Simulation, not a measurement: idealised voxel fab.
Process module name: voxel quadruple lines
Each square cell in cross-section cut measures 5 nm, and the section as a whole is 230 nm wide.
Format of a cross-section: grid, square cells. Given as bands. Order: top down. Band: one or more rows of cells. Band: top and bottom heights (nm) first, top before bottom; then materials from left to right, widths in nm. "full width" marks a sole material filling the band edge to edge. "air" denotes empty space. The reference from which all heights are counted is 0, the level beneath which the as-received wafer is entirely one material; the lowest band, having no lower bound, proceeds downward and is written after the example "top 0, no bottom". Graded width ("30->40"): value in top row of band = first number; value in bottom row = second number; row-to-row change constant. "remains unaltered" -> step changed no cross-section cell. "Fully sealed voids" means: voids of 8 cells or more that are shut off from the top with no open way through. Written width x height at distance, distance from the left edge, in nm. Formally, on a step line, whatever follows the settings is a remark that the simulator itself makes on the step. The setting "overlay nm" may be written on the line of a step. When the step uses a mask, the value reports how far to the right of the planned place the mask lay, and a negative value reports that it lay to the left.
**Intended process steps**
step 1: RECEIVE (material Si)
step 2: CONFORMAL_DEP (material SiO2; thk nm 5)
step 3: DIRECTIONAL_DEP (material W; thk nm 15)
step 4: DIRECTIONAL_DEP (material polySi; thk nm 20)
step 5: DIRECTIONAL_DEP (material aC; thk nm 20)
step 6: PATTERN (tone cover; mask id MANDREL; material resist; width nm 30; pitch nm 80; thk nm 25; overlay nm 0)
step 7: DIRECTIONAL_ETCH (etch materials aC; depth nm 20)
step 8: STRIP (etch materials resist)
step 9: CONFORMAL_DEP (material SiO2; thk nm 10)
step 10: DIRECTIONAL_ETCH (etch materials SiO2; depth nm 10)
step 11: STRIP (etch materials aC)
step 12: DIRECTIONAL_ETCH (etch materials polySi; depth nm 20)
step 13: STRIP (etch materials SiO2)
step 14: CONFORMAL_DEP (material SiCN; thk nm 10)
step 15: DIRECTIONAL_ETCH (etch materials SiCN; depth nm 10)
step 16: STRIP (etch materials polySi)
step 17: DIRECTIONAL_ETCH (etch materials W; depth nm 15)
step 18: STRIP (etch materials SiCN)
step 19: FILL_DEP (material SiO2; thk nm 5)
step 20: CMP (height nm 20)
**As-received wafer cross-section (after step 1)**
* top 0, no bottom  Si full width
* Fully sealed voids: none
**First of two wafers, end-of-module section, run followed plan**
* top 20, bottom 5  40 nm SiO2; 10 nm W; 10 nm SiO2; 10 nm W; 10 nm SiO2; 10 nm W; 10 nm SiO2; 10 nm W; 10 nm SiO2; 10 nm W; 10 nm SiO2; 10 nm W; 10 nm SiO2; 10 nm W; 10 nm SiO2; 10 nm W; 40 nm SiO2
* top 5, bottom 0  SiO2 full width
* top 0, no bottom  Si full width
* Fully sealed voids: none
**Second wafer through the module, sectioned at the end: same beginning and same plan as the first wafer, with one mistake in carrying it out**
* top 20, bottom 15  40 nm SiO2; 10 nm W; 10 nm SiO2; 10 nm W; 10 nm SiO2; 10 nm W; 10 nm SiO2; 10 nm W; 10 nm SiO2; 10 nm W; 10 nm SiO2; 10 nm W; 10 nm SiO2; 10 nm W; 10 nm SiO2; 10 nm W; 40 nm SiO2
* top 15, bottom 0  SiO2 full width
* top 0, no bottom  Si full width
* Fully sealed voids: none
Misprocessing identified: in deviation from the planned setting, step 2 was conducted as CONFORMAL_DEP (material SiO2; thk nm 15)
The closing comparison, in cells, has the second wafer with more or fewer of some materials than the first: 32 more of SiO2; 32 fewer of W
